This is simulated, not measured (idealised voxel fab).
The process module that follows is named voxel released beams.
215 nm wide, 5 nm square cells: that's cross-section cut.
Format of a cross-section: grid, square cells. Given as bands. Order: top down. Band: one or more rows of cells.
Read a band's entry like this: the first values are the height of its top and the height of its bottom in nm, and what follows is the sequence of materials from left to right, each with its width in nm. Note that "empty" is empty space, and that a single material marked "edge to edge" reaches across the band from edge to edge.
Ref level 0: as-received wafer is one material below here. Bottom band extends down with no lower bound ("from 0 down").
A width such as "30 to 40" changes by the same amount from each row of cells to the next, from the band's top row to its bottom row.
No cell of the cross-section changed in a step that is given as "no modification".
"Enclosed cavities" means: voids of 8 cells or more that are shut off from the top with no open way through. Written width x height at distance, distance from the left edge, in nm.
Read whatever lies past the settings on a step's line as the simulator's own remark about the step.
overlay nm: for a step with a mask, the amount by which the mask lay right of where it was planned; a negative amount means left of it.

## Below is the list of planned process steps
1: RECEIVE with material Si
2: CONFORMAL_DEP with material Al2O3, thk nm 5
3: DIRECTIONAL_DEP with material SiO2, thk nm 10
4: PATTERN with tone open, mask id ANCHOR, material resist, width nm 45, thk nm 15, overlay nm 0
5: DIRECTIONAL_ETCH with etch materials SiO2, depth nm 10
6: STRIP with etch materials resist
7: CONFORMAL_DEP with material polySi, thk nm 15
8: PATTERN with tone cover, mask id BEAM, material resist, width nm 125, thk nm 15, overlay nm 0
9: DIRECTIONAL_ETCH with etch materials polySi, depth nm 15
10: STRIP with etch materials resist
11: STRIP with etch materials SiO2

## First of two wafers, with the run carried out as planned

## Received-state cross-section, reflecting completion of step 1
* from 0 down = Si edge to edge
* Enclosed cavities: none

## Cross-section of the wafer subsequent to step 2
* from 5 to 0 = Al2O3 edge to edge
* below 0: unchanged

## Cross-section of the wafer subsequent to step 3
* from 15 to 5 = SiO2 edge to edge
* below 5: unchanged

## Cross-section of the wafer subsequent to step 4
* from 30 to 15 = resist 45 nm, then empty 45 nm, then resist 125 nm
* below 15: unchanged

## Cross-section of the wafer subsequent to step 5
* from 30 to 15 = resist 45 nm, then empty 45 nm, then resist 125 nm
* from 15 to 5 = SiO2 45 nm, then empty 45 nm, then SiO2 125 nm
* below 5: unchanged

## Cross-section of the wafer subsequent to step 6
* from 15 to 5 = SiO2 45 nm, then empty 45 nm, then SiO2 125 nm
* below 5: unchanged

## Cross-section of the wafer subsequent to step 7
* from 30 to 20 = polySi 60 nm, then empty 15 nm, then polySi 140 nm
* from 20 to 15 = polySi edge to edge
* from 15 to 5 = SiO2 45 nm, then polySi 45 nm, then SiO2 125 nm
* below 5: unchanged

## Cross-section of the wafer subsequent to step 8
* from 45 to 30 = empty 40 nm, then resist 125 nm, then empty 50 nm
* from 30 to 20 = polySi 60 nm, then resist 15 nm, then polySi 140 nm
* below 20: unchanged

## Cross-section of the wafer subsequent to step 9
* from 45 to 30 = empty 40 nm, then resist 125 nm, then empty 50 nm
* from 30 to 20 = empty 40 nm, then polySi 20 nm, then resist 15 nm, then polySi 90 nm, then empty 50 nm
* from 20 to 15 = empty 40 nm, then polySi 125 nm, then empty 50 nm
* below 15: unchanged

## Cross-section of the wafer subsequent to step 10
* from 30 to 20 = empty 40 nm, then polySi 20 nm, then empty 15 nm, then polySi 90 nm, then empty 50 nm
* below 20: unchanged

## Cross-section of the wafer subsequent to step 11
* from 30 to 20 = empty 40 nm, then polySi 20 nm, then empty 15 nm, then polySi 90 nm, then empty 50 nm
* from 20 to 15 = empty 40 nm, then polySi 125 nm, then empty 50 nm
* from 15 to 5 = empty 45 nm, then polySi 45 nm, then empty 125 nm
* below 5: unchanged

## Second wafer: same start and same plan as the first, one execution error; identical to the first through step 7

## when step 8 should have ended
* from 45 to 30 = empty 40 nm, then resist 130 nm, then empty 45 nm
* from 30 to 20 = polySi 60 nm, then resist 15 nm, then polySi 140 nm
* below 20: unchanged

## when step 9 should have ended
* from 45 to 30 = empty 40 nm, then resist 130 nm, then empty 45 nm
* from 30 to 20 = empty 40 nm, then polySi 20 nm, then resist 15 nm, then polySi 95 nm, then empty 45 nm
* from 20 to 15 = empty 40 nm, then polySi 130 nm, then empty 45 nm
* below 15: unchanged

## when step 10 should have ended
* from 30 to 20 = empty 40 nm, then polySi 20 nm, then empty 15 nm, then polySi 95 nm, then empty 45 nm
* below 20: unchanged

## when step 11 should have ended
* from 30 to 20 = empty 40 nm, then polySi 20 nm, then empty 15 nm, then polySi 95 nm, then empty 45 nm
* from 20 to 15 = empty 40 nm, then polySi 130 nm, then empty 45 nm
* from 15 to 5 = empty 45 nm, then polySi 45 nm, then empty 125 nm
* below 5: unchanged
Here's what went sideways: step 8 did not use the planned setting and instead ran as PATTERN with tone cover, mask id BEAM, material resist, width nm 130, thk nm 15, overlay nm 0
FYI, end of process, the second wafer has more or fewer cells of some materials than the first: 3 more of polySi
